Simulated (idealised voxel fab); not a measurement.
process module | voxel self aligned contacts
cross-section cut | 255 nm wide | cells 5 nm
A cross-section is a grid of square cells, given in bands from the top down. A band is one or more rows of cells.
Each band's line starts with the height of the band's top and of its bottom, in nm. Then come its materials from left to right, each with its width in nm. One material with "throughout" fills the band from edge to edge. "air" is empty space.
Height 0 is the level under which the wafer as received is all one material. The lowest band goes on downwards, as in "0 down".
A width such as "30 to 40" changes by the same amount from each row of cells to the next, from the band's top row to its bottom row.
"no change" after a step means that no cell of the cross-section changed.
closed voids: empty space of 8 cells or more with no open way to the top, each as width x height at its distance from the left edge, in nm
after a step's settings: what the simulator itself notes on the step
overlay nm, on a step with a mask: how far to the right of its planned place the mask lay; to the left if negative
plan
1 op RECEIVE | material Si
2 op CONFORMAL_DEP | material SiO2 | thk nm 5
3 op DIRECTIONAL_DEP | material polySi | thk nm 25
4 op DIRECTIONAL_DEP | material SiN | thk nm 25
5 op MASKED_ETCH | tone cover | mask id GATE | width nm 30 | pitch nm 70 | etch materials SiN | depth nm 25 | overlay nm 0
6 op MASKED_ETCH | tone cover | mask id GATE | width nm 20 | pitch nm 70 | etch materials polySi | depth nm 25 | overlay nm 0
7 op CONFORMAL_DEP | material SiN | thk nm 10
8 op DIRECTIONAL_ETCH | etch materials SiN | depth nm 10
9 op FILL_DEP | material SiO2 | thk nm 10
10 op CMP | height nm 60
11 op DIRECTIONAL_DEP | material aC | thk nm 15
12 op PATTERN | tone open | mask id CONTACT | material resist | width nm 50 | thk nm 30 | overlay nm 0
13 op DIRECTIONAL_ETCH | etch materials aC | depth nm 15
14 op STRIP | etch materials resist
15 op DIRECTIONAL_ETCH | etch materials SiO2 | depth nm 60
16 op STRIP | etch materials aC
17 op CONFORMAL_DEP | material TiN | thk nm 5
18 op FILL_DEP | material Ru | thk nm 5
19 op CMP | height nm 60
20 op CONFORMAL_DEP | material SiCN | thk nm 5
varied across the wafers: width nm of step 6. The plan shows the first wafer's value. All wafers start alike
first wafer as received, after step 1
  0 down: Si throughout
  closed voids: none
first wafer at the end, after step 20
  65 to 60: SiCN throughout
  60 to 55: SiO2 100 | TiN 20 | Ru 10 | TiN 20 | SiO2 105
  55 to 30: SiO2 65 | SiN 50 | TiN 5 | Ru 10 | TiN 5 | SiN 50 | SiO2 70
  30 to 5: SiO2 65 | SiN 10 | polySi 30 | SiN 10 | TiN 5 | Ru 10 | TiN 5 | SiN 10 | polySi 30 | SiN 10 | SiO2 70
  5 to 0: SiO2 115 | TiN 20 | SiO2 120
  0 down: Si throughout
  closed voids: none
last wafer at the end
  65 to 60: SiCN throughout
  60 to 55: SiO2 100 | TiN 20 | Ru 10 | TiN 20 | SiO2 105
  55 to 35: SiO2 65 | SiN 50 | TiN 5 | Ru 10 | TiN 5 | SiN 50 | SiO2 70
  35 to 30: SiO2 65 | SiN 50 | TiN 20 | SiN 50 | SiO2 70
  30 to 5: SiO2 60 | SiN 10 | polySi 45 | SiN 10 | TiN 5 | SiN 10 | polySi 45 | SiN 10 | SiO2 60
  5 to 0: SiO2 125 | TiN 5 | SiO2 125
  0 down: Si throughout
  closed voids: none
each wafer at the end: cells of each material gained (+) or lost (-) since it was received, then its closed voids
width nm 20 | +22 Ru | +51 SiCN | +140 SiN | +358 SiO2 | +32 TiN | +60 polySi | closed voids: none
width nm 25 | +22 Ru | +51 SiCN | +140 SiN | +358 SiO2 | +32 TiN | +60 polySi | closed voids: none
width nm 30 | +22 Ru | +51 SiCN | +140 SiN | +358 SiO2 | +32 TiN | +60 polySi | closed voids: none
width nm 35 | +16 Ru | +51 SiCN | +140 SiN | +354 SiO2 | +32 TiN | +70 polySi | closed voids: none
width nm 40 | +10 Ru | +51 SiCN | +140 SiN | +350 SiO2 | +32 TiN | +80 polySi | closed voids: none
width nm 45 | +10 Ru | +51 SiCN | +140 SiN | +346 SiO2 | +26 TiN | +90 polySi | closed voids: none
